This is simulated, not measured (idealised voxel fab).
voxel self aligned vias: a process module
Section cut is 255 nm wide and gridded with 5 nm square cells.
Cross-section = grid of square cells, listed top down in bands; band = one or more rows. Top height, bottom height, nm. Materials left to right, width each, nm. Single material + "edge to edge" = fills band edge to edge. "air" = empty. Note: height 0 marks the level under which the wafer is uniformly one material as received. Lowest band unbounded below, written "top 0, no bottom". Note: "30 to 40" means the width goes from the first number (top row of the band) to the second number (bottom row) in equal steps per row of cells. The cross-section has no changed cell in any step marked "remained unchanged". Basically, "Enclosed voids" tells you about the enclosed voids: empty spaces with no open way to the top, 8 cells or bigger, each written width x height at distance, where distance is from the left edge, all in nm. after a step's settings: what the simulator itself notes on the step. overlay nm: mask offset rightward from planned place, masked step; negative means leftward offset.
Planned step list for the process:
- 1: op RECEIVE | material Si
- 2: op CONFORMAL_DEP | material SiO2 | thk nm 15
- 3: op CONFORMAL_DEP | material SiCN | thk nm 5
- 4: op DIRECTIONAL_DEP | material SiO2 | thk nm 30
- 5: op MASKED_ETCH | tone open | mask id LINES | width nm 25 | pitch nm 65 | etch materials SiO2 | depth nm 30 | overlay nm 0
- 6: op CONFORMAL_DEP | material TiN | thk nm 5
- 7: op FILL_DEP | material W | thk nm 5
- 8: op CMP | height nm 50
- 9: op SELECTIVE_ETCH | etch materials W Ru TiN | depth nm 5
- 10: op FILL_DEP | material SiN | thk nm 10
- 11: op CMP | height nm 50
- 12: op DIRECTIONAL_DEP | material SiO2 | thk nm 20
- 13: op MASKED_ETCH | tone open | mask id VIAS | width nm 45 | pitch nm 65 | etch materials SiO2 | depth nm 20 | overlay nm 0
- 14: op MASKED_ETCH | tone open | mask id VIAS | width nm 45 | pitch nm 65 | etch materials SiN | depth nm 5 | overlay nm 0
- 15: op CONFORMAL_DEP | material TiN | thk nm 5
- 16: op FILL_DEP | material Cu | thk nm 5
- 17: op CMP | height nm 70
- 18: op CONFORMAL_DEP | material SiCN | thk nm 5
First of two wafers, with the run carried out as planned:
Wafer at receipt (post step 1), cross-section:
top 0, no bottom = Si edge to edge
Enclosed voids: none
Step 2 done - wafer cross-section:
top 15, bottom 0 = SiO2 edge to edge
No changes below 0.
Step 3 done - wafer cross-section:
top 20, bottom 15 = SiCN edge to edge
No changes below 15.
Step 4 done - wafer cross-section:
top 50, bottom 20 = SiO2 edge to edge
No changes below 20.
Step 5 done - wafer cross-section:
top 50, bottom 20 = SiO2 50 nm; air 25 nm; SiO2 40 nm; air 25 nm; SiO2 40 nm; air 25 nm; SiO2 50 nm
No changes below 20.
Step 6 done - wafer cross-section:
top 55, bottom 50 = TiN 55 nm; air 15 nm; TiN 50 nm; air 15 nm; TiN 50 nm; air 15 nm; TiN 55 nm
top 50, bottom 25 = SiO2 50 nm; TiN 5 nm; air 15 nm; TiN 5 nm; SiO2 40 nm; TiN 5 nm; air 15 nm; TiN 5 nm; SiO2 40 nm; TiN 5 nm; air 15 nm; TiN 5 nm; SiO2 50 nm
top 25, bottom 20 = SiO2 50 nm; TiN 25 nm; SiO2 40 nm; TiN 25 nm; SiO2 40 nm; TiN 25 nm; SiO2 50 nm
No changes below 20.
Step 7 done - wafer cross-section:
top 60, bottom 55 = W edge to edge
top 55, bottom 50 = TiN 55 nm; W 15 nm; TiN 50 nm; W 15 nm; TiN 50 nm; W 15 nm; TiN 55 nm
top 50, bottom 25 = SiO2 50 nm; TiN 5 nm; W 15 nm; TiN 5 nm; SiO2 40 nm; TiN 5 nm; W 15 nm; TiN 5 nm; SiO2 40 nm; TiN 5 nm; W 15 nm; TiN 5 nm; SiO2 50 nm
No changes below 25.
Step 8 done - wafer cross-section:
top 50, bottom 25 = SiO2 50 nm; TiN 5 nm; W 15 nm; TiN 5 nm; SiO2 40 nm; TiN 5 nm; W 15 nm; TiN 5 nm; SiO2 40 nm; TiN 5 nm; W 15 nm; TiN 5 nm; SiO2 50 nm
No changes below 25.
Step 9 done - wafer cross-section:
top 50, bottom 45 = SiO2 50 nm; air 25 nm; SiO2 40 nm; air 25 nm; SiO2 40 nm; air 25 nm; SiO2 50 nm
No changes below 45.
Step 10 done - wafer cross-section:
top 60, bottom 50 = SiN edge to edge
top 50, bottom 45 = SiO2 50 nm; SiN 25 nm; SiO2 40 nm; SiN 25 nm; SiO2 40 nm; SiN 25 nm; SiO2 50 nm
No changes below 45.
Step 11 done - wafer cross-section:
top 50, bottom 45 = SiO2 50 nm; SiN 25 nm; SiO2 40 nm; SiN 25 nm; SiO2 40 nm; SiN 25 nm; SiO2 50 nm
No changes below 45.
Step 12 done - wafer cross-section:
top 70, bottom 50 = SiO2 edge to edge
No changes below 50.
Step 13 done - wafer cross-section:
top 70, bottom 50 = SiO2 40 nm; air 45 nm; SiO2 20 nm; air 45 nm; SiO2 20 nm; air 45 nm; SiO2 40 nm
No changes below 50.
Step 14 done - wafer cross-section:
top 70, bottom 50 = SiO2 40 nm; air 45 nm; SiO2 20 nm; air 45 nm; SiO2 20 nm; air 45 nm; SiO2 40 nm
top 50, bottom 45 = SiO2 50 nm; air 25 nm; SiO2 40 nm; air 25 nm; SiO2 40 nm; air 25 nm; SiO2 50 nm
No changes below 45.
Step 15 done - wafer cross-section:
top 75, bottom 70 = TiN 45 nm; air 35 nm; TiN 30 nm; air 35 nm; TiN 30 nm; air 35 nm; TiN 45 nm
top 70, bottom 55 = SiO2 40 nm; TiN 5 nm; air 35 nm; TiN 5 nm; SiO2 20 nm; TiN 5 nm; air 35 nm; TiN 5 nm; SiO2 20 nm; TiN 5 nm; air 35 nm; TiN 5 nm; SiO2 40 nm
top 55, bottom 50 = SiO2 40 nm; TiN 15 nm; air 15 nm; TiN 15 nm; SiO2 20 nm; TiN 15 nm; air 15 nm; TiN 15 nm; SiO2 20 nm; TiN 15 nm; air 15 nm; TiN 15 nm; SiO2 40 nm
top 50, bottom 45 = SiO2 50 nm; TiN 25 nm; SiO2 40 nm; TiN 25 nm; SiO2 40 nm; TiN 25 nm; SiO2 50 nm
No changes below 45.
Step 16 done - wafer cross-section:
top 80, bottom 75 = Cu edge to edge
top 75, bottom 70 = TiN 45 nm; Cu 35 nm; TiN 30 nm; Cu 35 nm; TiN 30 nm; Cu 35 nm; TiN 45 nm
top 70, bottom 55 = SiO2 40 nm; TiN 5 nm; Cu 35 nm; TiN 5 nm; SiO2 20 nm; TiN 5 nm; Cu 35 nm; TiN 5 nm; SiO2 20 nm; TiN 5 nm; Cu 35 nm; TiN 5 nm; SiO2 40 nm
top 55, bottom 50 = SiO2 40 nm; TiN 15 nm; Cu 15 nm; TiN 15 nm; SiO2 20 nm; TiN 15 nm; Cu 15 nm; TiN 15 nm; SiO2 20 nm; TiN 15 nm; Cu 15 nm; TiN 15 nm; SiO2 40 nm
No changes below 50.
Step 17 done - wafer cross-section:
top 70, bottom 55 = SiO2 40 nm; TiN 5 nm; Cu 35 nm; TiN 5 nm; SiO2 20 nm; TiN 5 nm; Cu 35 nm; TiN 5 nm; SiO2 20 nm; TiN 5 nm; Cu 35 nm; TiN 5 nm; SiO2 40 nm
No changes below 55.
Step 18 done - wafer cross-section:
top 75, bottom 70 = SiCN edge to edge
No changes below 70.
Wafer two of the pair: same origin, same plan, one error during the run; identical to wafer one up to and including step 11:
Second wafer cross-section, taken as of the time the plan sets for step 12 to be done:
top 70, bottom 50 = SiN edge to edge
No changes below 50.
Second wafer cross-section, taken as of the time the plan sets for step 13 to be done: remained unchanged
Second wafer cross-section, taken as of the time the plan sets for step 14 to be done:
top 70, bottom 65 = SiN 40 nm; air 45 nm; SiN 20 nm; air 45 nm; SiN 20 nm; air 45 nm; SiN 40 nm
No changes below 65.
Second wafer cross-section, taken as of the time the plan sets for step 15 to be done:
top 75, bottom 70 = TiN 45 nm; air 35 nm; TiN 30 nm; air 35 nm; TiN 30 nm; air 35 nm; TiN 45 nm
top 70, bottom 65 = SiN 40 nm; TiN 45 nm; SiN 20 nm; TiN 45 nm; SiN 20 nm; TiN 45 nm; SiN 40 nm
No changes below 65.
Second wafer cross-section, taken as of the time the plan sets for step 16 to be done:
top 80, bottom 75 = Cu edge to edge
top 75, bottom 70 = TiN 45 nm; Cu 35 nm; TiN 30 nm; Cu 35 nm; TiN 30 nm; Cu 35 nm; TiN 45 nm
No changes below 70.
Second wafer cross-section, taken as of the time the plan sets for step 17 to be done:
top 70, bottom 65 = SiN 40 nm; TiN 45 nm; SiN 20 nm; TiN 45 nm; SiN 20 nm; TiN 45 nm; SiN 40 nm
No changes below 65.
Second wafer cross-section, taken as of the time the plan sets for step 18 to be done:
top 75, bottom 70 = SiCN edge to edge
No changes below 70.
Want to know what went wrong? step 12 was run on a setting that differed from the plan, and what really ran there is op DIRECTIONAL_DEP | material SiN | thk nm 20
Final tally in cells, some materials are higher or lower on the second wafer than on the first: -72 Cu; +192 SiN; -96 SiO2; -24 TiN
